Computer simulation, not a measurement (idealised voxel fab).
This section sets out a process module, namely voxel self aligned vias.
Shown is cross-section cut, with a width of 160 nm and square cells of size 5 nm.
Throughout this document, each cross-section is represented as a grid of square cells and is presented as a sequence of bands enumerated from the top downward, where a band comprises one or more rows of cells.
This entry defines a band. It first specifies the height of the band's top and the height of its bottom in nm, and then specifies the band's materials from left to right, stating each material with its width in nm. The word "throughout" identifies a single material that fills the band from edge to edge, while the word "empty" identifies empty space.
It should be noted that heights are counted from 0, beneath which the wafer as supplied is of one material throughout, and that the lowest band possesses no lower boundary but continues downward, as written in "0 and below".
Note: "30 to 40" means the width goes from the first number (top row of the band) to the second number (bottom row) in equal steps per row of cells.
You'll sometimes find "same as before" written for a step, and that's the way of saying that nowhere in the cross-section did a cell change during that step.
Under "Listed closed voids" you'll find the enclosed gaps, the ones with no way out to the top, that are 8 cells or bigger; each reads width x height at distance, with distance counted from the left edge, everything in nm.
Note: text after step settings on the step line = simulator remark on that step.
Steps that use a mask can have "overlay nm" on their line. It says how far the mask sat to the right of where it was meant to be. Negative means to the left.

Intended process steps:
1 RECEIVE (material Si)
2 CONFORMAL_DEP (material SiO2; thk nm 15)
3 CONFORMAL_DEP (material SiCN; thk nm 5)
4 DIRECTIONAL_DEP (material SiO2; thk nm 30)
5 DIRECTIONAL_DEP (material aC; thk nm 10)
6 PATTERN (tone open; mask id LINES; material resist; width nm 20; pitch nm 55; thk nm 25; overlay nm 0)
7 DIRECTIONAL_ETCH (etch materials aC; depth nm 10)
8 STRIP (etch materials resist)
9 DIRECTIONAL_ETCH (etch materials SiO2; depth nm 30)
10 STRIP (etch materials aC)
11 CONFORMAL_DEP (material TiN; thk nm 5)
12 FILL_DEP (material Ru; thk nm 10)
13 CMP (height nm 50)
14 SELECTIVE_ETCH (etch materials W Ru TiN; depth nm 10)
15 FILL_DEP (material SiN; thk nm 10)
16 CMP (height nm 50)
17 DIRECTIONAL_DEP (material SiO2; thk nm 20)
18 PATTERN (tone open; mask id VIAS; material resist; width nm 30; thk nm 20; overlay nm 0)
19 DIRECTIONAL_ETCH (etch materials SiO2; depth nm 20)
20 DIRECTIONAL_ETCH (etch materials SiN; depth nm 10)
21 STRIP (etch materials resist)
22 CONFORMAL_DEP (material TiN; thk nm 5)
23 FILL_DEP (material Cu; thk nm 5)
24 CMP (height nm 70)
25 CONFORMAL_DEP (material SiN; thk nm 5)

On the first of the two wafers: run conducted according to plan:

Cross-section: wafer on arrival = after step 1:
0 and below = Si throughout
Listed closed voids: none

Cross-sectional representation of the wafer at the conclusion of step 2:
15 down to 0 = SiO2 throughout
Below a height of 0, the structure has not been altered.

Cross-sectional representation of the wafer at the conclusion of step 3:
20 down to 15 = SiCN throughout
Below a height of 15, the structure has not been altered.

Cross-sectional representation of the wafer at the conclusion of step 4:
50 down to 20 = SiO2 throughout
Below a height of 20, the structure has not been altered.

Cross-sectional representation of the wafer at the conclusion of step 5:
60 down to 50 = aC throughout
Below a height of 50, the structure has not been altered.

Cross-sectional representation of the wafer at the conclusion of step 6:
85 down to 60 = 40 nm resist; 20 nm empty; 35 nm resist; 20 nm empty; 45 nm resist
Below a height of 60, the structure has not been altered.

Cross-sectional representation of the wafer at the conclusion of step 7:
75 down to 60 = 40 nm resist; 20 nm empty; 35 nm resist; 20 nm empty; 45 nm resist
60 down to 50 = 40 nm aC; 20 nm empty; 35 nm aC; 20 nm empty; 45 nm aC
Below a height of 50, the structure has not been altered.

Cross-sectional representation of the wafer at the conclusion of step 8:
60 down to 50 = 40 nm aC; 20 nm empty; 35 nm aC; 20 nm empty; 45 nm aC
Below a height of 50, the structure has not been altered.

Cross-sectional representation of the wafer at the conclusion of step 9:
60 down to 50 = 40 nm aC; 20 nm empty; 35 nm aC; 20 nm empty; 45 nm aC
50 down to 20 = 40 nm SiO2; 20 nm empty; 35 nm SiO2; 20 nm empty; 45 nm SiO2
Below a height of 20, the structure has not been altered.

Cross-sectional representation of the wafer at the conclusion of step 10:
50 down to 20 = 40 nm SiO2; 20 nm empty; 35 nm SiO2; 20 nm empty; 45 nm SiO2
Below a height of 20, the structure has not been altered.

Cross-sectional representation of the wafer at the conclusion of step 11:
55 down to 50 = 45 nm TiN; 10 nm empty; 45 nm TiN; 10 nm empty; 50 nm TiN
50 down to 25 = 40 nm SiO2; 5 nm TiN; 10 nm empty; 5 nm TiN; 35 nm SiO2; 5 nm TiN; 10 nm empty; 5 nm TiN; 45 nm SiO2
25 down to 20 = 40 nm SiO2; 20 nm TiN; 35 nm SiO2; 20 nm TiN; 45 nm SiO2
Below a height of 20, the structure has not been altered.

Cross-sectional representation of the wafer at the conclusion of step 12:
65 down to 55 = Ru throughout
55 down to 50 = 45 nm TiN; 10 nm Ru; 45 nm TiN; 10 nm Ru; 50 nm TiN
50 down to 25 = 40 nm SiO2; 5 nm TiN; 10 nm Ru; 5 nm TiN; 35 nm SiO2; 5 nm TiN; 10 nm Ru; 5 nm TiN; 45 nm SiO2
Below a height of 25, the structure has not been altered.

Cross-sectional representation of the wafer at the conclusion of step 13:
50 down to 25 = 40 nm SiO2; 5 nm TiN; 10 nm Ru; 5 nm TiN; 35 nm SiO2; 5 nm TiN; 10 nm Ru; 5 nm TiN; 45 nm SiO2
Below a height of 25, the structure has not been altered.

Cross-sectional representation of the wafer at the conclusion of step 14:
50 down to 40 = 40 nm SiO2; 20 nm empty; 35 nm SiO2; 20 nm empty; 45 nm SiO2
Below a height of 40, the structure has not been altered.

Cross-sectional representation of the wafer at the conclusion of step 15:
60 down to 50 = SiN throughout
50 down to 40 = 40 nm SiO2; 20 nm SiN; 35 nm SiO2; 20 nm SiN; 45 nm SiO2
Below a height of 40, the structure has not been altered.

Cross-sectional representation of the wafer at the conclusion of step 16:
50 down to 40 = 40 nm SiO2; 20 nm SiN; 35 nm SiO2; 20 nm SiN; 45 nm SiO2
Below a height of 40, the structure has not been altered.

Cross-sectional representation of the wafer at the conclusion of step 17:
70 down to 50 = SiO2 throughout
Below a height of 50, the structure has not been altered.

Cross-sectional representation of the wafer at the conclusion of step 18:
90 down to 70 = 35 nm resist; 30 nm empty; 95 nm resist
Below a height of 70, the structure has not been altered.

Cross-sectional representation of the wafer at the conclusion of step 19:
90 down to 70 = 35 nm resist; 30 nm empty; 95 nm resist
70 down to 50 = 35 nm SiO2; 30 nm empty; 95 nm SiO2
Below a height of 50, the structure has not been altered.

Cross-sectional representation of the wafer at the conclusion of step 20:
90 down to 70 = 35 nm resist; 30 nm empty; 95 nm resist
70 down to 50 = 35 nm SiO2; 30 nm empty; 95 nm SiO2
50 down to 40 = 40 nm SiO2; 20 nm empty; 35 nm SiO2; 20 nm SiN; 45 nm SiO2
Below a height of 40, the structure has not been altered.

Cross-sectional representation of the wafer at the conclusion of step 21:
70 down to 50 = 35 nm SiO2; 30 nm empty; 95 nm SiO2
Below a height of 50, the structure has not been altered.

Cross-sectional representation of the wafer at the conclusion of step 22:
75 down to 70 = 40 nm TiN; 20 nm empty; 100 nm TiN
70 down to 55 = 35 nm SiO2; 5 nm TiN; 20 nm empty; 5 nm TiN; 95 nm SiO2
55 down to 50 = 35 nm SiO2; 10 nm TiN; 10 nm empty; 10 nm TiN; 95 nm SiO2
50 down to 45 = 40 nm SiO2; 5 nm TiN; 10 nm empty; 5 nm TiN; 35 nm SiO2; 20 nm SiN; 45 nm SiO2
45 down to 40 = 40 nm SiO2; 20 nm TiN; 35 nm SiO2; 20 nm SiN; 45 nm SiO2
Below a height of 40, the structure has not been altered.

Cross-sectional representation of the wafer at the conclusion of step 23:
80 down to 75 = Cu throughout
75 down to 70 = 40 nm TiN; 20 nm Cu; 100 nm TiN
70 down to 55 = 35 nm SiO2; 5 nm TiN; 20 nm Cu; 5 nm TiN; 95 nm SiO2
55 down to 50 = 35 nm SiO2; 10 nm TiN; 10 nm Cu; 10 nm TiN; 95 nm SiO2
50 down to 45 = 40 nm SiO2; 5 nm TiN; 10 nm Cu; 5 nm TiN; 35 nm SiO2; 20 nm SiN; 45 nm SiO2
Below a height of 45, the structure has not been altered.

Cross-sectional representation of the wafer at the conclusion of step 24:
70 down to 55 = 35 nm SiO2; 5 nm TiN; 20 nm Cu; 5 nm TiN; 95 nm SiO2
Below a height of 55, the structure has not been altered.

Cross-sectional representation of the wafer at the conclusion of step 25:
75 down to 70 = SiN throughout
Below a height of 70, the structure has not been altered.

The second wafer was prepared from the same starting point and under the same plan as the first; its processing contained one mistake, and it remains indistinguishable from the first wafer up to and including step 5:

Planned end of step 6: second wafer, cross-section:
85 down to 60 = 40 nm resist; 25 nm empty; 30 nm resist; 25 nm empty; 40 nm resist
Below a height of 60, the structure has not been altered.

Planned end of step 7: second wafer, cross-section:
75 down to 60 = 40 nm resist; 25 nm empty; 30 nm resist; 25 nm empty; 40 nm resist
60 down to 50 = 40 nm aC; 25 nm empty; 30 nm aC; 25 nm empty; 40 nm aC
Below a height of 50, the structure has not been altered.

Planned end of step 8: second wafer, cross-section:
60 down to 50 = 40 nm aC; 25 nm empty; 30 nm aC; 25 nm empty; 40 nm aC
Below a height of 50, the structure has not been altered.

Planned end of step 9: second wafer, cross-section:
60 down to 50 = 40 nm aC; 25 nm empty; 30 nm aC; 25 nm empty; 40 nm aC
50 down to 20 = 40 nm SiO2; 25 nm empty; 30 nm SiO2; 25 nm empty; 40 nm SiO2
Below a height of 20, the structure has not been altered.

Planned end of step 10: second wafer, cross-section:
50 down to 20 = 40 nm SiO2; 25 nm empty; 30 nm SiO2; 25 nm empty; 40 nm SiO2
Below a height of 20, the structure has not been altered.

Planned end of step 11: second wafer, cross-section:
55 down to 50 = 45 nm TiN; 15 nm empty; 40 nm TiN; 15 nm empty; 45 nm TiN
50 down to 25 = 40 nm SiO2; 5 nm TiN; 15 nm empty; 5 nm TiN; 30 nm SiO2; 5 nm TiN; 15 nm empty; 5 nm TiN; 40 nm SiO2
25 down to 20 = 40 nm SiO2; 25 nm TiN; 30 nm SiO2; 25 nm TiN; 40 nm SiO2
Below a height of 20, the structure has not been altered.

Planned end of step 12: second wafer, cross-section:
65 down to 55 = Ru throughout
55 down to 50 = 45 nm TiN; 15 nm Ru; 40 nm TiN; 15 nm Ru; 45 nm TiN
50 down to 25 = 40 nm SiO2; 5 nm TiN; 15 nm Ru; 5 nm TiN; 30 nm SiO2; 5 nm TiN; 15 nm Ru; 5 nm TiN; 40 nm SiO2
Below a height of 25, the structure has not been altered.

Planned end of step 13: second wafer, cross-section:
50 down to 25 = 40 nm SiO2; 5 nm TiN; 15 nm Ru; 5 nm TiN; 30 nm SiO2; 5 nm TiN; 15 nm Ru; 5 nm TiN; 40 nm SiO2
Below a height of 25, the structure has not been altered.

Planned end of step 14: second wafer, cross-section:
50 down to 40 = 40 nm SiO2; 25 nm empty; 30 nm SiO2; 25 nm empty; 40 nm SiO2
Below a height of 40, the structure has not been altered.

Planned end of step 15: second wafer, cross-section:
60 down to 50 = SiN throughout
50 down to 40 = 40 nm SiO2; 25 nm SiN; 30 nm SiO2; 25 nm SiN; 40 nm SiO2
Below a height of 40, the structure has not been altered.

Planned end of step 16: second wafer, cross-section:
50 down to 40 = 40 nm SiO2; 25 nm SiN; 30 nm SiO2; 25 nm SiN; 40 nm SiO2
Below a height of 40, the structure has not been altered.

Planned end of step 17: second wafer, cross-section:
70 down to 50 = SiO2 throughout
Below a height of 50, the structure has not been altered.

Planned end of step 18: second wafer, cross-section:
90 down to 70 = 35 nm resist; 30 nm empty; 95 nm resist
Below a height of 70, the structure has not been altered.

Planned end of step 19: second wafer, cross-section:
90 down to 70 = 35 nm resist; 30 nm empty; 95 nm resist
70 down to 50 = 35 nm SiO2; 30 nm empty; 95 nm SiO2
Below a height of 50, the structure has not been altered.

Planned end of step 20: second wafer, cross-section:
90 down to 70 = 35 nm resist; 30 nm empty; 95 nm resist
70 down to 50 = 35 nm SiO2; 30 nm empty; 95 nm SiO2
50 down to 40 = 40 nm SiO2; 25 nm empty; 30 nm SiO2; 25 nm SiN; 40 nm SiO2
Below a height of 40, the structure has not been altered.

Planned end of step 21: second wafer, cross-section:
70 down to 50 = 35 nm SiO2; 30 nm empty; 95 nm SiO2
Below a height of 50, the structure has not been altered.

Planned end of step 22: second wafer, cross-section:
75 down to 70 = 40 nm TiN; 20 nm empty; 100 nm TiN
70 down to 55 = 35 nm SiO2; 5 nm TiN; 20 nm empty; 5 nm TiN; 95 nm SiO2
55 down to 50 = 35 nm SiO2; 10 nm TiN; 15 nm empty; 5 nm TiN; 95 nm SiO2
50 down to 45 = 40 nm SiO2; 5 nm TiN; 15 nm empty; 5 nm TiN; 30 nm SiO2; 25 nm SiN; 40 nm SiO2
45 down to 40 = 40 nm SiO2; 25 nm TiN; 30 nm SiO2; 25 nm SiN; 40 nm SiO2
Below a height of 40, the structure has not been altered.

Planned end of step 23: second wafer, cross-section:
80 down to 75 = Cu throughout
75 down to 70 = 40 nm TiN; 20 nm Cu; 100 nm TiN
70 down to 55 = 35 nm SiO2; 5 nm TiN; 20 nm Cu; 5 nm TiN; 95 nm SiO2
55 down to 50 = 35 nm SiO2; 10 nm TiN; 15 nm Cu; 5 nm TiN; 95 nm SiO2
50 down to 45 = 40 nm SiO2; 5 nm TiN; 15 nm Cu; 5 nm TiN; 30 nm SiO2; 25 nm SiN; 40 nm SiO2
Below a height of 45, the structure has not been altered.

Planned end of step 24: second wafer, cross-section:
70 down to 55 = 35 nm SiO2; 5 nm TiN; 20 nm Cu; 5 nm TiN; 95 nm SiO2
Below a height of 55, the structure has not been altered.

Planned end of step 25: second wafer, cross-section:
75 down to 70 = SiN throughout
Below a height of 70, the structure has not been altered.
Processing error: rather than as planned, step 6 actually ran as PATTERN (tone open; mask id LINES; material resist; width nm 25; pitch nm 55; thk nm 25; overlay nm 0)
Per the end-of-run cell counts, the second wafer holds more or fewer of some materials than the first: 2 more of Cu; 6 more of Ru; 2 more of SiN; 12 fewer of SiO2; 2 more of TiN
